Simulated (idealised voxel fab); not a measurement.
Module name: voxel wiring stack (process module)
The cross-section on display is named cut; it measures 285 nm wide, and its cells are 5 nm squares.
This document writes a cross-section as a grid whose cells are square, and gives it as bands, listed from the top down; one or more rows of cells form a band.
Band: top and bottom heights (nm) first, top before bottom; then materials from left to right, widths in nm. "everywhere" marks a sole material filling the band edge to edge. "blank" denotes empty space.
A quick word on heights: they are counted from 0, and under that level the wafer as it came to us is one material throughout. The lowest band is different from the rest in having no bottom; it simply continues downward, written as in "0 and below".
The notation "30 to 40" denotes a width that varies across the rows of cells in the band, beginning at the first number in the top row, finishing at the second number in the bottom row, and changing by an identical amount from each row to the next.
A step reported as "nothing was modified" is a step in which no cell of the cross-section changed.
Enclosed void list: empty space of 8 cells or more with no open way to the top, each as width x height at its distance from the left edge, in nm
Whatever follows a step's settings on its line is a remark the simulator itself makes about that step.
overlay nm: right-of-plan distance of the mask on a masked step; negative values mean left-of-plan.
### List of planned process steps
- 1: RECEIVE with material Si
- 2: CONFORMAL_DEP with material SiO2, thk nm 15
- 3: DIRECTIONAL_DEP with material TiN, thk nm 5
- 4: DIRECTIONAL_DEP with material Ru, thk nm 15
- 5: PATTERN with tone cover, mask id METAL_1, material resist, width nm 30, pitch nm 45, thk nm 15, overlay nm 0
- 6: DIRECTIONAL_ETCH with etch materials Ru, depth nm 15
- 7: DIRECTIONAL_ETCH with etch materials TiN, depth nm 5
- 8: STRIP with etch materials resist
- 9: CONFORMAL_DEP with material SiCN, thk nm 5
- 10: FILL_DEP with material SiO2, thk nm 10
- 11: CMP with height nm 35
- 12: CONFORMAL_DEP with material SiCN, thk nm 5
- 13: DIRECTIONAL_DEP with material lowk, thk nm 20
- 14: DIRECTIONAL_DEP with material aC, thk nm 10
- 15: PATTERN with tone open, mask id PLUG_1, material resist, width nm 15, thk nm 25, overlay nm 0
- 16: DIRECTIONAL_ETCH with etch materials aC, depth nm 10
- 17: STRIP with etch materials resist
- 18: DIRECTIONAL_ETCH with etch materials lowk, depth nm 20
- 19: DIRECTIONAL_ETCH with etch materials SiCN, depth nm 5
- 20: STRIP with etch materials aC
- 21: CONFORMAL_DEP with material TiN, thk nm 5
- 22: FILL_DEP with material W, thk nm 10
- 23: CMP with height nm 60
- 24: CONFORMAL_DEP with material SiCN, thk nm 5
- 25: DIRECTIONAL_DEP with material SiO2, thk nm 15
- 26: MASKED_ETCH with tone open, mask id METAL_2, width nm 30, pitch nm 45, etch materials SiO2, depth nm 15, overlay nm 0
- 27: MASKED_ETCH with tone open, mask id METAL_2, width nm 30, pitch nm 45, etch materials SiCN, depth nm 5, overlay nm 0
- 28: CONFORMAL_DEP with material TiN, thk nm 5
- 29: FILL_DEP with material Cu, thk nm 10
- 30: CMP with height nm 80
- 31: CONFORMAL_DEP with material SiCN, thk nm 5
- 32: DIRECTIONAL_DEP with material lowk, thk nm 10
- 33: MASKED_ETCH with tone open, mask id PLUG_2, width nm 15, etch materials lowk, depth nm 10, overlay nm 0
- 34: MASKED_ETCH with tone open, mask id PLUG_2, width nm 15, etch materials SiCN, depth nm 5, overlay nm 0
- 35: EPI with material Ru, thk nm 10
- 36: EPI with material Ru, thk nm 5
- 37: CONFORMAL_DEP with material SiN, thk nm 5
- 38: DIRECTIONAL_DEP with material SiO2, thk nm 15
- 39: DIRECTIONAL_DEP with material aC, thk nm 15
- 40: PATTERN with tone open, mask id METAL_3, material resist, width nm 30, pitch nm 45, thk nm 35, overlay nm 0
- 41: DIRECTIONAL_ETCH with etch materials aC, depth nm 15
- 42: STRIP with etch materials resist
- 43: DIRECTIONAL_ETCH with etch materials SiO2, depth nm 15
- 44: DIRECTIONAL_ETCH with etch materials SiN, depth nm 5
- 45: STRIP with etch materials aC
- 46: CONFORMAL_DEP with material TiN, thk nm 5
- 47: FILL_DEP with material Ru, thk nm 10
- 48: CMP with height nm 115
- 49: CONFORMAL_DEP with material SiCN, thk nm 5
- 50: DIRECTIONAL_DEP with material lowk, thk nm 30
- 51: PATTERN with tone open, mask id METAL_4_HOLES, material resist, width nm 15, thk nm 20, overlay nm 0
- 52: DIRECTIONAL_ETCH with etch materials lowk, depth nm 30
- 53: STRIP with etch materials resist
- 54: PATTERN with tone open, mask id METAL_4, material resist, width nm 30, pitch nm 45, thk nm 15, overlay nm 0
- 55: DIRECTIONAL_ETCH with etch materials lowk, depth nm 20
- 56: DIRECTIONAL_ETCH with etch materials SiCN, depth nm 5
- 57: STRIP with etch materials resist
- 58: CONFORMAL_DEP with material TiN, thk nm 5
- 59: FILL_DEP with material Cu, thk nm 5
- 60: CMP with height nm 150
- 61: CONFORMAL_DEP with material SiN, thk nm 5
### The first of two wafers, run as planned
### Step 1 complete: cross-section of the wafer as received
	0 and below  Si everywhere
	Enclosed void list: none
### Step 2 complete: cross-section through the wafer
	15 down to 0  SiO2 everywhere
	Beneath the level 0, the cross-section is identical to its previous state.
### Step 3 complete: cross-section through the wafer
	20 down to 15  TiN everywhere
	Beneath the level 15, the cross-section is identical to its previous state.
### Step 4 complete: cross-section through the wafer
	35 down to 20  Ru everywhere
	Beneath the level 20, the cross-section is identical to its previous state.
### Step 5 complete: cross-section through the wafer
	50 down to 35  blank=105, then resist=30, then blank=15, then resist=30, then blank=105
	Beneath the level 35, the cross-section is identical to its previous state.
### Step 6 complete: cross-section through the wafer
	50 down to 35  blank=105, then resist=30, then blank=15, then resist=30, then blank=105
	35 down to 20  blank=105, then Ru=30, then blank=15, then Ru=30, then blank=105
	Beneath the level 20, the cross-section is identical to its previous state.
### Step 7 complete: cross-section through the wafer
	50 down to 35  blank=105, then resist=30, then blank=15, then resist=30, then blank=105
	35 down to 20  blank=105, then Ru=30, then blank=15, then Ru=30, then blank=105
	20 down to 15  blank=105, then TiN=30, then blank=15, then TiN=30, then blank=105
	Beneath the level 15, the cross-section is identical to its previous state.
### Step 8 complete: cross-section through the wafer
	35 down to 20  blank=105, then Ru=30, then blank=15, then Ru=30, then blank=105
	Beneath the level 20, the cross-section is identical to its previous state.
### Step 9 complete: cross-section through the wafer
	40 down to 35  blank=100, then SiCN=40, then blank=5, then SiCN=40, then blank=100
	35 down to 20  blank=100, then SiCN=5, then Ru=30, then SiCN=5, then blank=5, then SiCN=5, then Ru=30, then SiCN=5, then blank=100
	20 down to 15  SiCN=105, then TiN=30, then SiCN=15, then TiN=30, then SiCN=105
	Beneath the level 15, the cross-section is identical to its previous state.
### Step 10 complete: cross-section through the wafer
	50 down to 40  SiO2 everywhere
	40 down to 35  SiO2=100, then SiCN=40, then SiO2=5, then SiCN=40, then SiO2=100
	35 down to 20  SiO2=100, then SiCN=5, then Ru=30, then SiCN=5, then SiO2=5, then SiCN=5, then Ru=30, then SiCN=5, then SiO2=100
	Beneath the level 20, the cross-section is identical to its previous state.
### Step 11 complete: cross-section through the wafer
	35 down to 20  SiO2=100, then SiCN=5, then Ru=30, then SiCN=5, then SiO2=5, then SiCN=5, then Ru=30, then SiCN=5, then SiO2=100
	Beneath the level 20, the cross-section is identical to its previous state.
### Step 12 complete: cross-section through the wafer
	40 down to 35  SiCN everywhere
	Beneath the level 35, the cross-section is identical to its previous state.
### Step 13 complete: cross-section through the wafer
	60 down to 40  lowk everywhere
	Beneath the level 40, the cross-section is identical to its previous state.
### Step 14 complete: cross-section through the wafer
	70 down to 60  aC everywhere
	Beneath the level 60, the cross-section is identical to its previous state.
### Step 15 complete: cross-section through the wafer
	95 down to 70  resist=105, then blank=15, then resist=165
	Beneath the level 70, the cross-section is identical to its previous state.
### Step 16 complete: cross-section through the wafer
	85 down to 70  resist=105, then blank=15, then resist=165
	70 down to 60  aC=105, then blank=15, then aC=165
	Beneath the level 60, the cross-section is identical to its previous state.
### Step 17 complete: cross-section through the wafer
	70 down to 60  aC=105, then blank=15, then aC=165
	Beneath the level 60, the cross-section is identical to its previous state.
### Step 18 complete: cross-section through the wafer
	70 down to 60  aC=105, then blank=15, then aC=165
	60 down to 40  lowk=105, then blank=15, then lowk=165
	Beneath the level 40, the cross-section is identical to its previous state.
### Step 19 complete: cross-section through the wafer
	70 down to 60  aC=105, then blank=15, then aC=165
	60 down to 40  lowk=105, then blank=15, then lowk=165
	40 down to 35  SiCN=105, then blank=15, then SiCN=165
	Beneath the level 35, the cross-section is identical to its previous state.
### Step 20 complete: cross-section through the wafer
	60 down to 40  lowk=105, then blank=15, then lowk=165
	Beneath the level 40, the cross-section is identical to its previous state.
### Step 21 complete: cross-section through the wafer
	65 down to 60  TiN=110, then blank=5, then TiN=170
	60 down to 40  lowk=105, then TiN=5, then blank=5, then TiN=5, then lowk=165
	40 down to 35  SiCN=105, then TiN=15, then SiCN=165
	Beneath the level 35, the cross-section is identical to its previous state.
### Step 22 complete: cross-section through the wafer
	75 down to 65  W everywhere
	65 down to 60  TiN=110, then W=5, then TiN=170
	60 down to 40  lowk=105, then TiN=5, then W=5, then TiN=5, then lowk=165
	Beneath the level 40, the cross-section is identical to its previous state.
### Step 23 complete: cross-section through the wafer
	60 down to 40  lowk=105, then TiN=5, then W=5, then TiN=5, then lowk=165
	Beneath the level 40, the cross-section is identical to its previous state.
### Step 24 complete: cross-section through the wafer
	65 down to 60  SiCN everywhere
	Beneath the level 60, the cross-section is identical to its previous state.
### Step 25 complete: cross-section through the wafer
	80 down to 65  SiO2 everywhere
	Beneath the level 65, the cross-section is identical to its previous state.
### Step 26 complete: cross-section through the wafer
	80 down to 65  SiO2=105, then blank=30, then SiO2=15, then blank=30, then SiO2=105
	Beneath the level 65, the cross-section is identical to its previous state.
### Step 27 complete: cross-section through the wafer
	80 down to 65  SiO2=105, then blank=30, then SiO2=15, then blank=30, then SiO2=105
	65 down to 60  SiCN=105, then blank=30, then SiCN=15, then blank=30, then SiCN=105
	Beneath the level 60, the cross-section is identical to its previous state.
### Step 28 complete: cross-section through the wafer
	85 down to 80  TiN=110, then blank=20, then TiN=25, then blank=20, then TiN=110
	80 down to 65  SiO2=105, then TiN=5, then blank=20, then TiN=5, then SiO2=15, then TiN=5, then blank=20, then TiN=5, then SiO2=105
	65 down to 60  SiCN=105, then TiN=30, then SiCN=15, then TiN=30, then SiCN=105
	Beneath the level 60, the cross-section is identical to its previous state.
### Step 29 complete: cross-section through the wafer
	95 down to 85  Cu everywhere
	85 down to 80  TiN=110, then Cu=20, then TiN=25, then Cu=20, then TiN=110
	80 down to 65  SiO2=105, then TiN=5, then Cu=20, then TiN=5, then SiO2=15, then TiN=5, then Cu=20, then TiN=5, then SiO2=105
	Beneath the level 65, the cross-section is identical to its previous state.
### Step 30 complete: cross-section through the wafer
	80 down to 65  SiO2=105, then TiN=5, then Cu=20, then TiN=5, then SiO2=15, then TiN=5, then Cu=20, then TiN=5, then SiO2=105
	Beneath the level 65, the cross-section is identical to its previous state.
### Step 31 complete: cross-section through the wafer
	85 down to 80  SiCN everywhere
	Beneath the level 80, the cross-section is identical to its previous state.
### Step 32 complete: cross-section through the wafer
	95 down to 85  lowk everywhere
	Beneath the level 85, the cross-section is identical to its previous state.
### Step 33 complete: cross-section through the wafer
	95 down to 85  lowk=105, then blank=15, then lowk=165
	Beneath the level 85, the cross-section is identical to its previous state.
### Step 34 complete: cross-section through the wafer
	95 down to 85  lowk=105, then blank=15, then lowk=165
	85 down to 80  SiCN=105, then blank=15, then SiCN=165
	Beneath the level 80, the cross-section is identical to its previous state.
### Step 35 complete: cross-section through the wafer
	95 down to 90  lowk=105, then blank=15, then lowk=165
	90 down to 85  lowk=105, then Ru=15, then lowk=165
	85 down to 80  SiCN=105, then Ru=15, then SiCN=165
	Beneath the level 80, the cross-section is identical to its previous state.
### Step 36 complete: cross-section through the wafer
	95 down to 85  lowk=105, then Ru=15, then lowk=165
	Beneath the level 85, the cross-section is identical to its previous state.
### Step 37 complete: cross-section through the wafer
	100 down to 95  SiN everywhere
	Beneath the level 95, the cross-section is identical to its previous state.
### Step 38 complete: cross-section through the wafer
	115 down to 100  SiO2 everywhere
	Beneath the level 100, the cross-section is identical to its previous state.
### Step 39 complete: cross-section through the wafer
	130 down to 115  aC everywhere
	Beneath the level 115, the cross-section is identical to its previous state.
### Step 40 complete: cross-section through the wafer
	165 down to 130  resist=105, then blank=30, then resist=15, then blank=30, then resist=105
	Beneath the level 130, the cross-section is identical to its previous state.
### Step 41 complete: cross-section through the wafer
	150 down to 130  resist=105, then blank=30, then resist=15, then blank=30, then resist=105
	130 down to 115  aC=105, then blank=30, then aC=15, then blank=30, then aC=105
	Beneath the level 115, the cross-section is identical to its previous state.
### Step 42 complete: cross-section through the wafer
	130 down to 115  aC=105, then blank=30, then aC=15, then blank=30, then aC=105
	Beneath the level 115, the cross-section is identical to its previous state.
### Step 43 complete: cross-section through the wafer
	130 down to 115  aC=105, then blank=30, then aC=15, then blank=30, then aC=105
	115 down to 100  SiO2=105, then blank=30, then SiO2=15, then blank=30, then SiO2=105
	Beneath the level 100, the cross-section is identical to its previous state.
### Step 44 complete: cross-section through the wafer
	130 down to 115  aC=105, then blank=30, then aC=15, then blank=30, then aC=105
	115 down to 100  SiO2=105, then blank=30, then SiO2=15, then blank=30, then SiO2=105
	100 down to 95  SiN=105, then blank=30, then SiN=15, then blank=30, then SiN=105
	Beneath the level 95, the cross-section is identical to its previous state.
### Step 45 complete: cross-section through the wafer
	115 down to 100  SiO2=105, then blank=30, then SiO2=15, then blank=30, then SiO2=105
	Beneath the level 100, the cross-section is identical to its previous state.
### Step 46 complete: cross-section through the wafer
	120 down to 115  TiN=110, then blank=20, then TiN=25, then blank=20, then TiN=110
	115 down to 100  SiO2=105, then TiN=5, then blank=20, then TiN=5, then SiO2=15, then TiN=5, then blank=20, then TiN=5, then SiO2=105
	100 down to 95  SiN=105, then TiN=30, then SiN=15, then TiN=30, then SiN=105
	Beneath the level 95, the cross-section is identical to its previous state.
### Step 47 complete: cross-section through the wafer
	130 down to 120  Ru everywhere
	120 down to 115  TiN=110, then Ru=20, then TiN=25, then Ru=20, then TiN=110
	115 down to 100  SiO2=105, then TiN=5, then Ru=20, then TiN=5, then SiO2=15, then TiN=5, then Ru=20, then TiN=5, then SiO2=105
	Beneath the level 100, the cross-section is identical to its previous state.
### Step 48 complete: cross-section through the wafer
	115 down to 100  SiO2=105, then TiN=5, then Ru=20, then TiN=5, then SiO2=15, then TiN=5, then Ru=20, then TiN=5, then SiO2=105
	Beneath the level 100, the cross-section is identical to its previous state.
### Step 49 complete: cross-section through the wafer
	120 down to 115  SiCN everywhere
	Beneath the level 115, the cross-section is identical to its previous state.
### Step 50 complete: cross-section through the wafer
	150 down to 120  lowk everywhere
	Beneath the level 120, the cross-section is identical to its previous state.
### Step 51 complete: cross-section through the wafer
	170 down to 150  resist=105, then blank=15, then resist=165
	Beneath the level 150, the cross-section is identical to its previous state.
### Step 52 complete: cross-section through the wafer
	170 down to 150  resist=105, then blank=15, then resist=165
	150 down to 120  lowk=105, then blank=15, then lowk=165
	Beneath the level 120, the cross-section is identical to its previous state.
### Step 53 complete: cross-section through the wafer
	150 down to 120  lowk=105, then blank=15, then lowk=165
	Beneath the level 120, the cross-section is identical to its previous state.
### Step 54 complete: cross-section through the wafer
	165 down to 150  resist=105, then blank=30, then resist=15, then blank=30, then resist=105
	Beneath the level 150, the cross-section is identical to its previous state.
### Step 55 complete: cross-section through the wafer
	165 down to 150  resist=105, then blank=30, then resist=15, then blank=30, then resist=105
	150 down to 130  lowk=105, then blank=30, then lowk=15, then blank=30, then lowk=105
	Beneath the level 130, the cross-section is identical to its previous state.
### Step 56 complete: cross-section through the wafer
	165 down to 150  resist=105, then blank=30, then resist=15, then blank=30, then resist=105
	150 down to 130  lowk=105, then blank=30, then lowk=15, then blank=30, then lowk=105
	130 down to 120  lowk=105, then blank=15, then lowk=165
	120 down to 115  SiCN=105, then blank=15, then SiCN=165
	Beneath the level 115, the cross-section is identical to its previous state.
### Step 57 complete: cross-section through the wafer
	150 down to 130  lowk=105, then blank=30, then lowk=15, then blank=30, then lowk=105
	Beneath the level 130, the cross-section is identical to its previous state.
### Step 58 complete: cross-section through the wafer
	155 down to 150  TiN=110, then blank=20, then TiN=25, then blank=20, then TiN=110
	150 down to 135  lowk=105, then TiN=5, then blank=20, then TiN=5, then lowk=15, then TiN=5, then blank=20, then TiN=5, then lowk=105
	135 down to 130  lowk=105, then TiN=5, then blank=5, then TiN=20, then lowk=15, then TiN=30, then lowk=105
	130 down to 120  lowk=105, then TiN=5, then blank=5, then TiN=5, then lowk=165
	120 down to 115  SiCN=105, then TiN=15, then SiCN=165
	Beneath the level 115, the cross-section is identical to its previous state.
### Step 59 complete: cross-section through the wafer
	160 down to 155  Cu everywhere
	155 down to 150  TiN=110, then Cu=20, then TiN=25, then Cu=20, then TiN=110
	150 down to 135  lowk=105, then TiN=5, then Cu=20, then TiN=5, then lowk=15, then TiN=5, then Cu=20, then TiN=5, then lowk=105
	135 down to 130  lowk=105, then TiN=5, then Cu=5, then TiN=20, then lowk=15, then TiN=30, then lowk=105
	130 down to 120  lowk=105, then TiN=5, then Cu=5, then TiN=5, then lowk=165
	Beneath the level 120, the cross-section is identical to its previous state.
### Step 60 complete: cross-section through the wafer
	150 down to 135  lowk=105, then TiN=5, then Cu=20, then TiN=5, then lowk=15, then TiN=5, then Cu=20, then TiN=5, then lowk=105
	Beneath the level 135, the cross-section is identical to its previous state.
### Step 61 complete: cross-section through the wafer
	155 down to 150  SiN everywhere
	Beneath the level 150, the cross-section is identical to its previous state.
### The second wafer began exactly as the first did and followed the same plan, but one mistake was made while running it; through step 30 inclusive, the two wafers are identical
### Second wafer, cross-section, planned end of step 31
	90 down to 80  lowk everywhere
	Beneath the level 80, the cross-section is identical to its previous state.
### Second wafer, cross-section, planned end of step 32
	95 down to 90  SiCN everywhere
	Beneath the level 90, the cross-section is identical to its previous state.
Second wafer, cross-section, planned end of step 33: nothing was modified
### Second wafer, cross-section, planned end of step 34
	95 down to 90  SiCN=105, then blank=15, then SiCN=165
	Beneath the level 90, the cross-section is identical to its previous state.
Second wafer, cross-section, planned end of step 35: nothing was modified
Second wafer, cross-section, planned end of step 36: nothing was modified
### Second wafer, cross-section, planned end of step 37
	100 down to 95  SiN=110, then blank=5, then SiN=170
	95 down to 90  SiCN=105, then SiN=15, then SiCN=165
	Beneath the level 90, the cross-section is identical to its previous state.
### Second wafer, cross-section, planned end of step 38
	115 down to 110  SiO2=110, then blank=5, then SiO2=170
	110 down to 100  SiO2 everywhere
	100 down to 95  SiN=110, then SiO2=5, then SiN=170
	Beneath the level 95, the cross-section is identical to its previous state.
### Second wafer, cross-section, planned end of step 39
	130 down to 125  aC=110, then blank=5, then aC=170
	125 down to 115  aC everywhere
	115 down to 110  SiO2=110, then aC=5, then SiO2=170
	Beneath the level 110, the cross-section is identical to its previous state.
### Second wafer, cross-section, planned end of step 40
	165 down to 130  resist=105, then blank=30, then resist=15, then blank=30, then resist=105
	Beneath the level 130, the cross-section is identical to its previous state.
### Second wafer, cross-section, planned end of step 41
	150 down to 130  resist=105, then blank=30, then resist=15, then blank=30, then resist=105
	130 down to 115  aC=105, then blank=30, then aC=15, then blank=30, then aC=105
	115 down to 110  SiO2=110, then blank=5, then SiO2=170
	Beneath the level 110, the cross-section is identical to its previous state.
### Second wafer, cross-section, planned end of step 42
	130 down to 115  aC=105, then blank=30, then aC=15, then blank=30, then aC=105
	Beneath the level 115, the cross-section is identical to its previous state.
### Second wafer, cross-section, planned end of step 43
	130 down to 115  aC=105, then blank=30, then aC=15, then blank=30, then aC=105
	115 down to 100  SiO2=105, then blank=30, then SiO2=15, then blank=30, then SiO2=105
	100 down to 95  SiN=110, then blank=5, then SiN=170
	Beneath the level 95, the cross-section is identical to its previous state.
### Second wafer, cross-section, planned end of step 44
	130 down to 115  aC=105, then blank=30, then aC=15, then blank=30, then aC=105
	115 down to 100  SiO2=105, then blank=30, then SiO2=15, then blank=30, then SiO2=105
	100 down to 95  SiN=105, then blank=30, then SiN=15, then blank=30, then SiN=105
	95 down to 90  SiCN=105, then SiN=5, then blank=5, then SiN=5, then SiCN=165
	Beneath the level 90, the cross-section is identical to its previous state.
### Second wafer, cross-section, planned end of step 45
	115 down to 100  SiO2=105, then blank=30, then SiO2=15, then blank=30, then SiO2=105
	Beneath the level 100, the cross-section is identical to its previous state.
### Second wafer, cross-section, planned end of step 46
	120 down to 115  TiN=110, then blank=20, then TiN=25, then blank=20, then TiN=110
	115 down to 100  SiO2=105, then TiN=5, then blank=20, then TiN=5, then SiO2=15, then TiN=5, then blank=20, then TiN=5, then SiO2=105
	100 down to 95  SiN=105, then TiN=30, then SiN=15, then TiN=30, then SiN=105
	95 down to 90  SiCN=105, then SiN=5, then TiN=5, then SiN=5, then SiCN=165
	Beneath the level 90, the cross-section is identical to its previous state.
### Second wafer, cross-section, planned end of step 47
	130 down to 120  Ru everywhere
	120 down to 115  TiN=110, then Ru=20, then TiN=25, then Ru=20, then TiN=110
	115 down to 100  SiO2=105, then TiN=5, then Ru=20, then TiN=5, then SiO2=15, then TiN=5, then Ru=20, then TiN=5, then SiO2=105
	Beneath the level 100, the cross-section is identical to its previous state.
### Second wafer, cross-section, planned end of step 48
	115 down to 100  SiO2=105, then TiN=5, then Ru=20, then TiN=5, then SiO2=15, then TiN=5, then Ru=20, then TiN=5, then SiO2=105
	Beneath the level 100, the cross-section is identical to its previous state.
### Second wafer, cross-section, planned end of step 49
	120 down to 115  SiCN everywhere
	Beneath the level 115, the cross-section is identical to its previous state.
### Second wafer, cross-section, planned end of step 50
	150 down to 120  lowk everywhere
	Beneath the level 120, the cross-section is identical to its previous state.
### Second wafer, cross-section, planned end of step 51
	170 down to 150  resist=105, then blank=15, then resist=165
	Beneath the level 150, the cross-section is identical to its previous state.
### Second wafer, cross-section, planned end of step 52
	170 down to 150  resist=105, then blank=15, then resist=165
	150 down to 120  lowk=105, then blank=15, then lowk=165
	Beneath the level 120, the cross-section is identical to its previous state.
### Second wafer, cross-section, planned end of step 53
	150 down to 120  lowk=105, then blank=15, then lowk=165
	Beneath the level 120, the cross-section is identical to its previous state.
### Second wafer, cross-section, planned end of step 54
	165 down to 150  resist=105, then blank=30, then resist=15, then blank=30, then resist=105
	Beneath the level 150, the cross-section is identical to its previous state.
### Second wafer, cross-section, planned end of step 55
	165 down to 150  resist=105, then blank=30, then resist=15, then blank=30, then resist=105
	150 down to 130  lowk=105, then blank=30, then lowk=15, then blank=30, then lowk=105
	Beneath the level 130, the cross-section is identical to its previous state.
### Second wafer, cross-section, planned end of step 56
	165 down to 150  resist=105, then blank=30, then resist=15, then blank=30, then resist=105
	150 down to 130  lowk=105, then blank=30, then lowk=15, then blank=30, then lowk=105
	130 down to 120  lowk=105, then blank=15, then lowk=165
	120 down to 115  SiCN=105, then blank=15, then SiCN=165
	Beneath the level 115, the cross-section is identical to its previous state.
### Second wafer, cross-section, planned end of step 57
	150 down to 130  lowk=105, then blank=30, then lowk=15, then blank=30, then lowk=105
	Beneath the level 130, the cross-section is identical to its previous state.
### Second wafer, cross-section, planned end of step 58
	155 down to 150  TiN=110, then blank=20, then TiN=25, then blank=20, then TiN=110
	150 down to 135  lowk=105, then TiN=5, then blank=20, then TiN=5, then lowk=15, then TiN=5, then blank=20, then TiN=5, then lowk=105
	135 down to 130  lowk=105, then TiN=5, then blank=5, then TiN=20, then lowk=15, then TiN=30, then lowk=105
	130 down to 120  lowk=105, then TiN=5, then blank=5, then TiN=5, then lowk=165
	120 down to 115  SiCN=105, then TiN=15, then SiCN=165
	Beneath the level 115, the cross-section is identical to its previous state.
### Second wafer, cross-section, planned end of step 59
	160 down to 155  Cu everywhere
	155 down to 150  TiN=110, then Cu=20, then TiN=25, then Cu=20, then TiN=110
	150 down to 135  lowk=105, then TiN=5, then Cu=20, then TiN=5, then lowk=15, then TiN=5, then Cu=20, then TiN=5, then lowk=105
	135 down to 130  lowk=105, then TiN=5, then Cu=5, then TiN=20, then lowk=15, then TiN=30, then lowk=105
	130 down to 120  lowk=105, then TiN=5, then Cu=5, then TiN=5, then lowk=165
	Beneath the level 120, the cross-section is identical to its previous state.
### Second wafer, cross-section, planned end of step 60
	150 down to 135  lowk=105, then TiN=5, then Cu=20, then TiN=5, then lowk=15, then TiN=5, then Cu=20, then TiN=5, then lowk=105
	Beneath the level 135, the cross-section is identical to its previous state.
### Second wafer, cross-section, planned end of step 61
	155 down to 150  SiN everywhere
	Beneath the level 150, the cross-section is identical to its previous state.
Deviation noted in wafer processing: note: step 31 <-> step 32, run order reversed vs plan
In the final state, the cell counts of the second wafer exceed or fall short of those of the first for the following materials: -9 Ru, +2 SiN, +1 TiN, +6 lowk
